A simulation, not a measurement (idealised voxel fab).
You're looking at the process module voxel spacer lines.
Section shown: cut. Width: 240 nm. Cell size: 5 nm, square.
Cross-section layout: square cells on a grid; listed as bands, top to bottom; a band spans one or more cell rows.
The entry gives the band's vertical extent as a top height and a bottom height in nm, then its horizontal make-up as materials from left to right, each with a width in nm. "air" stands for empty space; a single material marked "full width" fills the band edge to edge.
Note: height 0 marks the level under which the wafer is uniformly one material as received. Lowest band unbounded below, written "0 down".
It should be noted that a width expressed as "30 to 40" varies in equal increments from row to row of cells within the band, taking the value of the first number at the top row and that of the second number at the bottom row.
Key: "remained the same" - step with no changed cell in the cross-section.
Basically, "Unvented voids" tells you about the enclosed voids: empty spaces with no open way to the top, 8 cells or bigger, each written width x height at distance, where distance is from the left edge, all in nm.
That trailing text on a step's line, after the settings, is the simulator's own remark on the step.
"overlay nm" on a masked step: distance the mask lay right of its planned place, negative for left.
Before/after cross-section pairs, one process step each; after shown to lowest changed band; step and settings beneath. Pairs may be from different runs of this module on the same starting wafer; a pair continues from the one above only where its "State before step" entry says so.

**State before step**
- 0 down: Si full width
- Unvented voids: none

**Resulting Structure**
- 5 to 0: Al2O3 full width
- Rest of section, below 0: as before.
- Unvented voids: none
The two cross-sections above bracket this step: op CONFORMAL_DEP | material Al2O3 | thk nm 5

State before step: this step begins from the cross-section that the pair just above shows after its step.

**Resulting Structure**
- 20 to 5: SiN full width
- Rest of section, below 5: as before.
- Unvented voids: none
The two cross-sections above bracket this step: op DIRECTIONAL_DEP | material SiN | thk nm 15

State before step: this step begins from the cross-section that the pair just above shows after its step.

**Resulting Structure**
- 50 to 20: aC full width
- Rest of section, below 20: as before.
- Unvented voids: none
The two cross-sections above bracket this step: op DIRECTIONAL_DEP | material aC | thk nm 30

State before step: this step begins from the cross-section that the pair just above shows after its step.

**Resulting Structure**
- 90 to 50: air (50); resist (15); air (45); resist (15); air (45); resist (15); air (55)
- Rest of section, below 50: as before.
- Unvented voids: none
The two cross-sections above bracket this step: op PATTERN | tone cover | mask id MANDREL | material resist | width nm 15 | pitch nm 60 | thk nm 40 | overlay nm 0

State before step: this step begins from the cross-section that the pair just above shows after its step.

**Resulting Structure**
- 60 to 50: air (50); resist (15); air (45); resist (15); air (45); resist (15); air (55)
- 50 to 20: air (50); aC (15); air (45); aC (15); air (45); aC (15); air (55)
- Rest of section, below 20: as before.
- Unvented voids: none
The two cross-sections above bracket this step: op DIRECTIONAL_ETCH | etch materials aC | depth nm 30

State before step: this step begins from the cross-section that the pair just above shows after its step.

**Resulting Structure**
- 50 to 20: air (50); aC (15); air (45); aC (15); air (45); aC (15); air (55)
- Rest of section, below 20: as before.
- Unvented voids: none
The two cross-sections above bracket this step: op STRIP | etch materials resist

State before step: this step begins from the cross-section that the pair just above shows after its step.

**Resulting Structure**
- 65 to 50: air (35); SiO2 (45); air (15); SiO2 (45); air (15); SiO2 (45); air (40)
- 50 to 35: air (35); SiO2 (15); aC (15); SiO2 (15); air (15); SiO2 (15); aC (15); SiO2 (15); air (15); SiO2 (15); aC (15); SiO2 (15); air (40)
- 35 to 20: SiO2 (50); aC (15); SiO2 (45); aC (15); SiO2 (45); aC (15); SiO2 (55)
- Rest of section, below 20: as before.
- Unvented voids: none
The two cross-sections above bracket this step: op CONFORMAL_DEP | material SiO2 | thk nm 15

State before step: this step begins from the cross-section that the pair just above shows after its step.

**Resulting Structure**
- 50 to 20: air (35); SiO2 (15); aC (15); SiO2 (15); air (15); SiO2 (15); aC (15); SiO2 (15); air (15); SiO2 (15); aC (15); SiO2 (15); air (40)
- Rest of section, below 20: as before.
- Unvented voids: none
The two cross-sections above bracket this step: op DIRECTIONAL_ETCH | etch materials SiO2 | depth nm 15

State before step: this step begins from the cross-section that the pair just above shows after its step.

**Resulting Structure**
- 50 to 20: air (35); SiO2 (15); air (15); SiO2 (15); air (15); SiO2 (15); air (15); SiO2 (15); air (15); SiO2 (15); air (15); SiO2 (15); air (40)
- Rest of section, below 20: as before.
- Unvented voids: none
The two cross-sections above bracket this step: op STRIP | etch materials aC

State before step: this step begins from the cross-section that the pair just above shows after its step.

**Resulting Structure**
- 50 to 20: air (35); SiO2 (15); air (15); SiO2 (15); air (15); SiO2 (15); air (15); SiO2 (15); air (15); SiO2 (15); air (15); SiO2 (15); air (40)
- 20 to 5: air (35); SiN (15); air (15); SiN (15); air (15); SiN (15); air (15); SiN (15); air (15); SiN (15); air (15); SiN (15); air (40)
- Rest of section, below 5: as before.
- Unvented voids: none
The two cross-sections above bracket this step: op DIRECTIONAL_ETCH | etch materials SiN | depth nm 15

State before step: this step begins from the cross-section that the pair just above shows after its step.

**Resulting Structure**
- 20 to 5: air (35); SiN (15); air (15); SiN (15); air (15); SiN (15); air (15); SiN (15); air (15); SiN (15); air (15); SiN (15); air (40)
- Rest of section, below 5: as before.
- Unvented voids: none
The two cross-sections above bracket this step: op STRIP | etch materials SiO2

**State before step**
- 0 down: Si full width
- Unvented voids: none

**Resulting Structure**
- 15 to 0: SiN full width
- Rest of section, below 0: as before.
- Unvented voids: none
The two cross-sections above bracket this step: op DIRECTIONAL_DEP | material SiN | thk nm 15

State before step: this step begins from the cross-section that the pair just above shows after its step.

**Resulting Structure**
- 45 to 15: aC full width
- Rest of section, below 15: as before.
- Unvented voids: none
The two cross-sections above bracket this step: op DIRECTIONAL_DEP | material aC | thk nm 30

State before step: this step begins from the cross-section that the pair just above shows after its step.

**Resulting Structure**
- 85 to 45: air (50); resist (15); air (45); resist (15); air (45); resist (15); air (55)
- Rest of section, below 45: as before.
- Unvented voids: none
The two cross-sections above bracket this step: op PATTERN | tone cover | mask id MANDREL | material resist | width nm 15 | pitch nm 60 | thk nm 40 | overlay nm 0

State before step: this step begins from the cross-section that the pair just above shows after its step.

**Resulting Structure**
- 55 to 45: air (50); resist (15); air (45); resist (15); air (45); resist (15); air (55)
- 45 to 15: air (50); aC (15); air (45); aC (15); air (45); aC (15); air (55)
- Rest of section, below 15: as before.
- Unvented voids: none
The two cross-sections above bracket this step: op DIRECTIONAL_ETCH | etch materials aC | depth nm 30

State before step: this step begins from the cross-section that the pair just above shows after its step.

**Resulting Structure**
- 45 to 15: air (50); aC (15); air (45); aC (15); air (45); aC (15); air (55)
- Rest of section, below 15: as before.
- Unvented voids: none
The two cross-sections above bracket this step: op STRIP | etch materials resist

State before step: this step begins from the cross-section that the pair just above shows after its step.

**Resulting Structure**
- 60 to 45: air (35); SiO2 (45); air (15); SiO2 (45); air (15); SiO2 (45); air (40)
- 45 to 30: air (35); SiO2 (15); aC (15); SiO2 (15); air (15); SiO2 (15); aC (15); SiO2 (15); air (15); SiO2 (15); aC (15); SiO2 (15); air (40)
- 30 to 15: SiO2 (50); aC (15); SiO2 (45); aC (15); SiO2 (45); aC (15); SiO2 (55)
- Rest of section, below 15: as before.
- Unvented voids: none
The two cross-sections above bracket this step: op CONFORMAL_DEP | material SiO2 | thk nm 15

State before step: this step begins from the cross-section that the pair just above shows after its step.

**Resulting Structure**
- 45 to 15: air (35); SiO2 (15); aC (15); SiO2 (15); air (15); SiO2 (15); aC (15); SiO2 (15); air (15); SiO2 (15); aC (15); SiO2 (15); air (40)
- Rest of section, below 15: as before.
- Unvented voids: none
The two cross-sections above bracket this step: op DIRECTIONAL_ETCH | etch materials SiO2 | depth nm 15

State before step: this step begins from the cross-section that the pair just above shows after its step.

**Resulting Structure**
- 45 to 15: air (35); SiO2 (15); air (15); SiO2 (15); air (15); SiO2 (15); air (15); SiO2 (15); air (15); SiO2 (15); air (15); SiO2 (15); air (40)
- Rest of section, below 15: as before.
- Unvented voids: none
The two cross-sections above bracket this step: op STRIP | etch materials aC

State before step: this step begins from the cross-section that the pair just above shows after its step.

**Resulting Structure**
- 45 to 15: air (35); SiO2 (15); air (15); SiO2 (15); air (15); SiO2 (15); air (15); SiO2 (15); air (15); SiO2 (15); air (15); SiO2 (15); air (40)
- 15 to 0: air (35); SiN (15); air (15); SiN (15); air (15); SiN (15); air (15); SiN (15); air (15); SiN (15); air (15); SiN (15); air (40)
- Rest of section, below 0: as before.
- Unvented voids: none
The two cross-sections above bracket this step: op DIRECTIONAL_ETCH | etch materials SiN | depth nm 15

State before step: this step begins from the cross-section that the pair just above shows after its step.

**Resulting Structure**
- 15 to 0: air (35); SiN (15); air (15); SiN (15); air (15); SiN (15); air (15); SiN (15); air (15); SiN (15); air (15); SiN (15); air (40)
- Rest of section, below 0: as before.
- Unvented voids: none
The two cross-sections above bracket this step: op STRIP | etch materials SiO2

**State before step**
- 20 to 5: SiN full width
- 5 to 0: Al2O3 full width
- 0 down: Si full width
- Unvented voids: none

**Resulting Structure**
- 35 to 5: SiN full width
- Rest of section, below 5: as before.
- Unvented voids: none
The two cross-sections above bracket this step: op DIRECTIONAL_DEP | material SiN | thk nm 15

State before step: this step begins from the cross-section that the pair just above shows after its step.

**Resulting Structure**
- 65 to 35: aC full width
- Rest of section, below 35: as before.
- Unvented voids: none
The two cross-sections above bracket this step: op DIRECTIONAL_DEP | material aC | thk nm 30

State before step: this step begins from the cross-section that the pair just above shows after its step.

**Resulting Structure**
- 105 to 65: air (50); resist (15); air (45); resist (15); air (45); resist (15); air (55)
- Rest of section, below 65: as before.
- Unvented voids: none
The two cross-sections above bracket this step: op PATTERN | tone cover | mask id MANDREL | material resist | width nm 15 | pitch nm 60 | thk nm 40 | overlay nm 0

State before step: this step begins from the cross-section that the pair just above shows after its step.

**Resulting Structure**
- 75 to 65: air (50); resist (15); air (45); resist (15); air (45); resist (15); air (55)
- 65 to 35: air (50); aC (15); air (45); aC (15); air (45); aC (15); air (55)
- Rest of section, below 35: as before.
- Unvented voids: none
The two cross-sections above bracket this step: op DIRECTIONAL_ETCH | etch materials aC | depth nm 30

State before step: this step begins from the cross-section that the pair just above shows after its step.

**Resulting Structure**
- 65 to 35: air (50); aC (15); air (45); aC (15); air (45); aC (15); air (55)
- Rest of section, below 35: as before.
- Unvented voids: none
The two cross-sections above bracket this step: op STRIP | etch materials resist

State before step: this step begins from the cross-section that the pair just above shows after its step.

**Resulting Structure**
- 80 to 65: air (35); SiO2 (45); air (15); SiO2 (45); air (15); SiO2 (45); air (40)
- 65 to 50: air (35); SiO2 (15); aC (15); SiO2 (15); air (15); SiO2 (15); aC (15); SiO2 (15); air (15); SiO2 (15); aC (15); SiO2 (15); air (40)
- 50 to 35: SiO2 (50); aC (15); SiO2 (45); aC (15); SiO2 (45); aC (15); SiO2 (55)
- Rest of section, below 35: as before.
- Unvented voids: none
The two cross-sections above bracket this step: op CONFORMAL_DEP | material SiO2 | thk nm 15

State before step: this step begins from the cross-section that the pair just above shows after its step.

**Resulting Structure**
- 65 to 35: air (35); SiO2 (15); aC (15); SiO2 (15); air (15); SiO2 (15); aC (15); SiO2 (15); air (15); SiO2 (15); aC (15); SiO2 (15); air (40)
- Rest of section, below 35: as before.
- Unvented voids: none
The two cross-sections above bracket this step: op DIRECTIONAL_ETCH | etch materials SiO2 | depth nm 15

State before step: this step begins from the cross-section that the pair just above shows after its step.

**Resulting Structure**
- 65 to 35: air (35); SiO2 (15); air (15); SiO2 (15); air (15); SiO2 (15); air (15); SiO2 (15); air (15); SiO2 (15); air (15); SiO2 (15); air (40)
- Rest of section, below 35: as before.
- Unvented voids: none
The two cross-sections above bracket this step: op STRIP | etch materials aC

State before step: this step begins from the cross-section that the pair just above shows after its step.

**Resulting Structure**
- 65 to 35: air (35); SiO2 (15); air (15); SiO2 (15); air (15); SiO2 (15); air (15); SiO2 (15); air (15); SiO2 (15); air (15); SiO2 (15); air (40)
- 35 to 20: air (35); SiN (15); air (15); SiN (15); air (15); SiN (15); air (15); SiN (15); air (15); SiN (15); air (15); SiN (15); air (40)
- Rest of section, below 20: as before.
- Unvented voids: none
The two cross-sections above bracket this step: op DIRECTIONAL_ETCH | etch materials SiN | depth nm 15

State before step: this step begins from the cross-section that the pair just above shows after its step.

**Resulting Structure**
- 35 to 20: air (35); SiN (15); air (15); SiN (15); air (15); SiN (15); air (15); SiN (15); air (15); SiN (15); air (15); SiN (15); air (40)
- Rest of section, below 20: as before.
- Unvented voids: none
The two cross-sections above bracket this step: op STRIP | etch materials SiO2

**State before step**
- 50 to 20: air (35); SiO2 (15); aC (15); SiO2 (15); air (15); SiO2 (15); aC (15); SiO2 (15); air (15); SiO2 (15); aC (15); SiO2 (15); air (40)
- 20 to 5: SiN full width
- 5 to 0: Al2O3 full width
- 0 down: Si full width
- Unvented voids: none

**Resulting Structure**
- 50 to 20: air (35); SiO2 (15); aC (15); SiO2 (15); air (15); SiO2 (15); aC (15); SiO2 (15); air (15); SiO2 (15); aC (15); SiO2 (15); air (40)
- 20 to 5: air (35); SiN (45); air (15); SiN (45); air (15); SiN (45); air (40)
- Rest of section, below 5: as before.
- Unvented voids: none
The two cross-sections above bracket this step: op DIRECTIONAL_ETCH | etch materials SiN | depth nm 15

State before step: this step begins from the cross-section that the pair just above shows after its step.

**Resulting Structure**
- 50 to 20: air (35); SiO2 (15); air (15); SiO2 (15); air (15); SiO2 (15); air (15); SiO2 (15); air (15); SiO2 (15); air (15); SiO2 (15); air (40)
- Rest of section, below 20: as before.
- Unvented voids: none
The two cross-sections above bracket this step: op STRIP | etch materials aC

State before step: this step begins from the cross-section that the pair just above shows after its step.

**Resulting Structure**
- 20 to 5: air (35); SiN (45); air (15); SiN (45); air (15); SiN (45); air (40)
- Rest of section, below 5: as before.
- Unvented voids: none
The two cross-sections above bracket this step: op STRIP | etch materials SiO2

**State before step**
- 5 to 0: Al2O3 full width
- 0 down: Si full width
- Unvented voids: none

**Resulting Structure**
- 25 to 5: SiN full width
- Rest of section, below 5: as before.
- Unvented voids: none
The two cross-sections above bracket this step: op DIRECTIONAL_DEP | material SiN | thk nm 20

State before step: this step begins from the cross-section that the pair just above shows after its step.

**Resulting Structure**
- 55 to 25: aC full width
- Rest of section, below 25: as before.
- Unvented voids: none
The two cross-sections above bracket this step: op DIRECTIONAL_DEP | material aC | thk nm 30

State before step: this step begins from the cross-section that the pair just above shows after its step.

**Resulting Structure**
- 95 to 55: air (50); resist (15); air (45); resist (15); air (45); resist (15); air (55)
- Rest of section, below 55: as before.
- Unvented voids: none
The two cross-sections above bracket this step: op PATTERN | tone cover | mask id MANDREL | material resist | width nm 15 | pitch nm 60 | thk nm 40 | overlay nm 0

State before step: this step begins from the cross-section that the pair just above shows after its step.

**Resulting Structure**
- 65 to 55: air (50); resist (15); air (45); resist (15); air (45); resist (15); air (55)
- 55 to 25: air (50); aC (15); air (45); aC (15); air (45); aC (15); air (55)
- Rest of section, below 25: as before.
- Unvented voids: none
The two cross-sections above bracket this step: op DIRECTIONAL_ETCH | etch materials aC | depth nm 30

State before step: this step begins from the cross-section that the pair just above shows after its step.

**Resulting Structure**
- 55 to 25: air (50); aC (15); air (45); aC (15); air (45); aC (15); air (55)
- Rest of section, below 25: as before.
- Unvented voids: none
The two cross-sections above bracket this step: op STRIP | etch materials resist

State before step: this step begins from the cross-section that the pair just above shows after its step.

**Resulting Structure**
- 70 to 55: air (35); SiO2 (45); air (15); SiO2 (45); air (15); SiO2 (45); air (40)
- 55 to 40: air (35); SiO2 (15); aC (15); SiO2 (15); air (15); SiO2 (15); aC (15); SiO2 (15); air (15); SiO2 (15); aC (15); SiO2 (15); air (40)
- 40 to 25: SiO2 (50); aC (15); SiO2 (45); aC (15); SiO2 (45); aC (15); SiO2 (55)
- Rest of section, below 25: as before.
- Unvented voids: none
The two cross-sections above bracket this step: op CONFORMAL_DEP | material SiO2 | thk nm 15

State before step: this step begins from the cross-section that the pair just above shows after its step.

**Resulting Structure**
- 55 to 25: air (35); SiO2 (15); aC (15); SiO2 (15); air (15); SiO2 (15); aC (15); SiO2 (15); air (15); SiO2 (15); aC (15); SiO2 (15); air (40)
- Rest of section, below 25: as before.
- Unvented voids: none
The two cross-sections above bracket this step: op DIRECTIONAL_ETCH | etch materials SiO2 | depth nm 15

State before step: this step begins from the cross-section that the pair just above shows after its step.

**Resulting Structure**
- 55 to 25: air (35); SiO2 (15); air (15); SiO2 (15); air (15); SiO2 (15); air (15); SiO2 (15); air (15); SiO2 (15); air (15); SiO2 (15); air (40)
- Rest of section, below 25: as before.
- Unvented voids: none
The two cross-sections above bracket this step: op STRIP | etch materials aC

State before step: this step begins from the cross-section that the pair just above shows after its step.

**Resulting Structure**
- 55 to 25: air (35); SiO2 (15); air (15); SiO2 (15); air (15); SiO2 (15); air (15); SiO2 (15); air (15); SiO2 (15); air (15); SiO2 (15); air (40)
- 25 to 10: air (35); SiN (15); air (15); SiN (15); air (15); SiN (15); air (15); SiN (15); air (15); SiN (15); air (15); SiN (15); air (40)
- Rest of section, below 10: as before.
- Unvented voids: none
The two cross-sections above bracket this step: op DIRECTIONAL_ETCH | etch materials SiN | depth nm 15

State before step: this step begins from the cross-section that the pair just above shows after its step.

**Resulting Structure**
- 25 to 10: air (35); SiN (15); air (15); SiN (15); air (15); SiN (15); air (15); SiN (15); air (15); SiN (15); air (15); SiN (15); air (40)
- Rest of section, below 10: as before.
- Unvented voids: none
The two cross-sections above bracket this step: op STRIP | etch materials SiO2

**State before step**
- 50 to 20: aC full width
- 20 to 5: SiN full width
- 5 to 0: Al2O3 full width
- 0 down: Si full width
- Unvented voids: none

**Resulting Structure**
- 90 to 50: air (50); resist (20); air (40); resist (20); air (40); resist (20); air (50)
- Rest of section, below 50: as before.
- Unvented voids: none
The two cross-sections above bracket this step: op PATTERN | tone cover | mask id MANDREL | material resist | width nm 20 | pitch nm 60 | thk nm 40 | overlay nm 0

State before step: this step begins from the cross-section that the pair just above shows after its step.

**Resulting Structure**
- 60 to 50: air (50); resist (20); air (40); resist (20); air (40); resist (20); air (50)
- 50 to 20: air (50); aC (20); air (40); aC (20); air (40); aC (20); air (50)
- Rest of section, below 20: as before.
- Unvented voids: none
The two cross-sections above bracket this step: op DIRECTIONAL_ETCH | etch materials aC | depth nm 30

State before step: this step begins from the cross-section that the pair just above shows after its step.

**Resulting Structure**
- 50 to 20: air (50); aC (20); air (40); aC (20); air (40); aC (20); air (50)
- Rest of section, below 20: as before.
- Unvented voids: none
The two cross-sections above bracket this step: op STRIP | etch materials resist

State before step: this step begins from the cross-section that the pair just above shows after its step.

**Resulting Structure**
- 65 to 50: air (35); SiO2 (50); air (10); SiO2 (50); air (10); SiO2 (50); air (35)
- 50 to 35: air (35); SiO2 (15); aC (20); SiO2 (15); air (10); SiO2 (15); aC (20); SiO2 (15); air (10); SiO2 (15); aC (20); SiO2 (15); air (35)
- 35 to 20: SiO2 (50); aC (20); SiO2 (40); aC (20); SiO2 (40); aC (20); SiO2 (50)
- Rest of section, below 20: as before.
- Unvented voids: none
The two cross-sections above bracket this step: op CONFORMAL_DEP | material SiO2 | thk nm 15

State before step: this step begins from the cross-section that the pair just above shows after its step.

**Resulting Structure**
- 50 to 20: air (35); SiO2 (15); aC (20); SiO2 (15); air (10); SiO2 (15); aC (20); SiO2 (15); air (10); SiO2 (15); aC (20); SiO2 (15); air (35)
- Rest of section, below 20: as before.
- Unvented voids: none
The two cross-sections above bracket this step: op DIRECTIONAL_ETCH | etch materials SiO2 | depth nm 15

State before step: this step begins from the cross-section that the pair just above shows after its step.

**Resulting Structure**
- 50 to 20: air (35); SiO2 (15); air (20); SiO2 (15); air (10); SiO2 (15); air (20); SiO2 (15); air (10); SiO2 (15); air (20); SiO2 (15); air (35)
- Rest of section, below 20: as before.
- Unvented voids: none
The two cross-sections above bracket this step: op STRIP | etch materials aC

State before step: this step begins from the cross-section that the pair just above shows after its step.

**Resulting Structure**
- 50 to 20: air (35); SiO2 (15); air (20); SiO2 (15); air (10); SiO2 (15); air (20); SiO2 (15); air (10); SiO2 (15); air (20); SiO2 (15); air (35)
- 20 to 5: air (35); SiN (15); air (20); SiN (15); air (10); SiN (15); air (20); SiN (15); air (10); SiN (15); air (20); SiN (15); air (35)
- Rest of section, below 5: as before.
- Unvented voids: none
The two cross-sections above bracket this step: op DIRECTIONAL_ETCH | etch materials SiN | depth nm 15

State before step: this step begins from the cross-section that the pair just above shows after its step.

**Resulting Structure**
- 20 to 5: air (35); SiN (15); air (20); SiN (15); air (10); SiN (15); air (20); SiN (15); air (10); SiN (15); air (20); SiN (15); air (35)
- Rest of section, below 5: as before.
- Unvented voids: none
The two cross-sections above bracket this step: op STRIP | etch materials SiO2

**State before step**
- 50 to 20: aC full width
- 20 to 5: SiN full width
- 5 to 0: Al2O3 full width
- 0 down: Si full width
- Unvented voids: none

**Resulting Structure**
- 90 to 50: air (40); resist (15); air (45); resist (15); air (45); resist (15); air (65)
- Rest of section, below 50: as before.
- Unvented voids: none
The two cross-sections above bracket this step: op PATTERN | tone cover | mask id MANDREL | material resist | width nm 15 | pitch nm 60 | thk nm 40 | overlay nm -10

State before step: this step begins from the cross-section that the pair just above shows after its step.

**Resulting Structure**
- 60 to 50: air (40); resist (15); air (45); resist (15); air (45); resist (15); air (65)
- 50 to 20: air (40); aC (15); air (45); aC (15); air (45); aC (15); air (65)
- Rest of section, below 20: as before.
- Unvented voids: none
The two cross-sections above bracket this step: op DIRECTIONAL_ETCH | etch materials aC | depth nm 30

State before step: this step begins from the cross-section that the pair just above shows after its step.

**Resulting Structure**
- 50 to 20: air (40); aC (15); air (45); aC (15); air (45); aC (15); air (65)
- Rest of section, below 20: as before.
- Unvented voids: none
The two cross-sections above bracket this step: op STRIP | etch materials resist

State before step: this step begins from the cross-section that the pair just above shows after its step.

**Resulting Structure**
- 65 to 50: air (25); SiO2 (45); air (15); SiO2 (45); air (15); SiO2 (45); air (50)
- 50 to 35: air (25); SiO2 (15); aC (15); SiO2 (15); air (15); SiO2 (15); aC (15); SiO2 (15); air (15); SiO2 (15); aC (15); SiO2 (15); air (50)
- 35 to 20: SiO2 (40); aC (15); SiO2 (45); aC (15); SiO2 (45); aC (15); SiO2 (65)
- Rest of section, below 20: as before.
- Unvented voids: none
The two cross-sections above bracket this step: op CONFORMAL_DEP | material SiO2 | thk nm 15

State before step: this step begins from the cross-section that the pair just above shows after its step.

**Resulting Structure**
- 50 to 20: air (25); SiO2 (15); aC (15); SiO2 (15); air (15); SiO2 (15); aC (15); SiO2 (15); air (15); SiO2 (15); aC (15); SiO2 (15); air (50)
- Rest of section, below 20: as before.
- Unvented voids: none
The two cross-sections above bracket this step: op DIRECTIONAL_ETCH | etch materials SiO2 | depth nm 15

State before step: this step begins from the cross-section that the pair just above shows after its step.

**Resulting Structure**
- 50 to 20: air (25); SiO2 (15); air (15); SiO2 (15); air (15); SiO2 (15); air (15); SiO2 (15); air (15); SiO2 (15); air (15); SiO2 (15); air (50)
- Rest of section, below 20: as before.
- Unvented voids: none
The two cross-sections above bracket this step: op STRIP | etch materials aC

State before step: this step begins from the cross-section that the pair just above shows after its step.

**Resulting Structure**
- 50 to 20: air (25); SiO2 (15); air (15); SiO2 (15); air (15); SiO2 (15); air (15); SiO2 (15); air (15); SiO2 (15); air (15); SiO2 (15); air (50)
- 20 to 5: air (25); SiN (15); air (15); SiN (15); air (15); SiN (15); air (15); SiN (15); air (15); SiN (15); air (15); SiN (15); air (50)
- Rest of section, below 5: as before.
- Unvented voids: none
The two cross-sections above bracket this step: op DIRECTIONAL_ETCH | etch materials SiN | depth nm 15

State before step: this step begins from the cross-section that the pair just above shows after its step.

**Resulting Structure**
- 20 to 5: air (25); SiN (15); air (15); SiN (15); air (15); SiN (15); air (15); SiN (15); air (15); SiN (15); air (15); SiN (15); air (50)
- Rest of section, below 5: as before.
- Unvented voids: none
The two cross-sections above bracket this step: op STRIP | etch materials SiO2

**State before step**
- 50 to 20: air (50); aC (15); air (45); aC (15); air (45); aC (15); air (55)
- 20 to 5: SiN full width
- 5 to 0: Al2O3 full width
- 0 down: Si full width
- Unvented voids: none

**Resulting Structure**
- 65 to 50: air (35); SiN (45); air (15); SiN (45); air (15); SiN (45); air (40)
- 50 to 35: air (35); SiN (15); aC (15); SiN (15); air (15); SiN (15); aC (15); SiN (15); air (15); SiN (15); aC (15); SiN (15); air (40)
- 35 to 20: SiN (50); aC (15); SiN (45); aC (15); SiN (45); aC (15); SiN (55)
- Rest of section, below 20: as before.
- Unvented voids: none
The two cross-sections above bracket this step: op CONFORMAL_DEP | material SiN | thk nm 15

State before step: this step begins from the cross-section that the pair just above shows after its step.

**Resulting Structure**
- 50 to 20: air (35); SiN (15); aC (15); SiN (15); air (15); SiN (15); aC (15); SiN (15); air (15); SiN (15); aC (15); SiN (15); air (40)
- Rest of section, below 20: as before.
- Unvented voids: none
The two cross-sections above bracket this step: op DIRECTIONAL_ETCH | etch materials SiN | depth nm 15

**State before step**
- 50 to 20: aC full width
- 20 to 5: SiN full width
- 5 to 0: Al2O3 full width
- 0 down: Si full width
- Unvented voids: none

**Resulting Structure**
- 90 to 50: resist (50); air (15); resist (45); air (15); resist (45); air (15); resist (55)
- Rest of section, below 50: as before.
- Unvented voids: none
The two cross-sections above bracket this step: op PATTERN | tone open | mask id MANDREL | material resist | width nm 15 | pitch nm 60 | thk nm 40 | overlay nm 0

State before step: this step begins from the cross-section that the pair just above shows after its step.

**Resulting Structure**
- 60 to 50: resist (50); air (15); resist (45); air (15); resist (45); air (15); resist (55)
- 50 to 20: aC (50); air (15); aC (45); air (15); aC (45); air (15); aC (55)
- Rest of section, below 20: as before.
- Unvented voids: none
The two cross-sections above bracket this step: op DIRECTIONAL_ETCH | etch materials aC | depth nm 30

State before step: this step begins from the cross-section that the pair just above shows after its step.

**Resulting Structure**
- 50 to 20: aC (50); air (15); aC (45); air (15); aC (45); air (15); aC (55)
- Rest of section, below 20: as before.
- Unvented voids: none
The two cross-sections above bracket this step: op STRIP | etch materials resist

State before step: this step begins from the cross-section that the pair just above shows after its step.

**Resulting Structure**
- 65 to 50: SiO2 full width
- 50 to 20: aC (50); SiO2 (15); aC (45); SiO2 (15); aC (45); SiO2 (15); aC (55)
- Rest of section, below 20: as before.
- Unvented voids: none
The two cross-sections above bracket this step: op CONFORMAL_DEP | material SiO2 | thk nm 15

State before step: this step begins from the cross-section that the pair just above shows after its step.

**Resulting Structure**
- 50 to 20: aC (50); SiO2 (15); aC (45); SiO2 (15); aC (45); SiO2 (15); aC (55)
- Rest of section, below 20: as before.
- Unvented voids: none
The two cross-sections above bracket this step: op DIRECTIONAL_ETCH | etch materials SiO2 | depth nm 15

State before step: this step begins from the cross-section that the pair just above shows after its step.

**Resulting Structure**
- 50 to 20: air (50); SiO2 (15); air (45); SiO2 (15); air (45); SiO2 (15); air (55)
- Rest of section, below 20: as before.
- Unvented voids: none
The two cross-sections above bracket this step: op STRIP | etch materials aC

State before step: this step begins from the cross-section that the pair just above shows after its step.

**Resulting Structure**
- 50 to 20: air (50); SiO2 (15); air (45); SiO2 (15); air (45); SiO2 (15); air (55)
- 20 to 5: air (50); SiN (15); air (45); SiN (15); air (45); SiN (15); air (55)
- Rest of section, below 5: as before.
- Unvented voids: none
The two cross-sections above bracket this step: op DIRECTIONAL_ETCH | etch materials SiN | depth nm 15

State before step: this step begins from the cross-section that the pair just above shows after its step.

**Resulting Structure**
- 20 to 5: air (50); SiN (15); air (45); SiN (15); air (45); SiN (15); air (55)
- Rest of section, below 5: as before.
- Unvented voids: none
The two cross-sections above bracket this step: op STRIP | etch materials SiO2
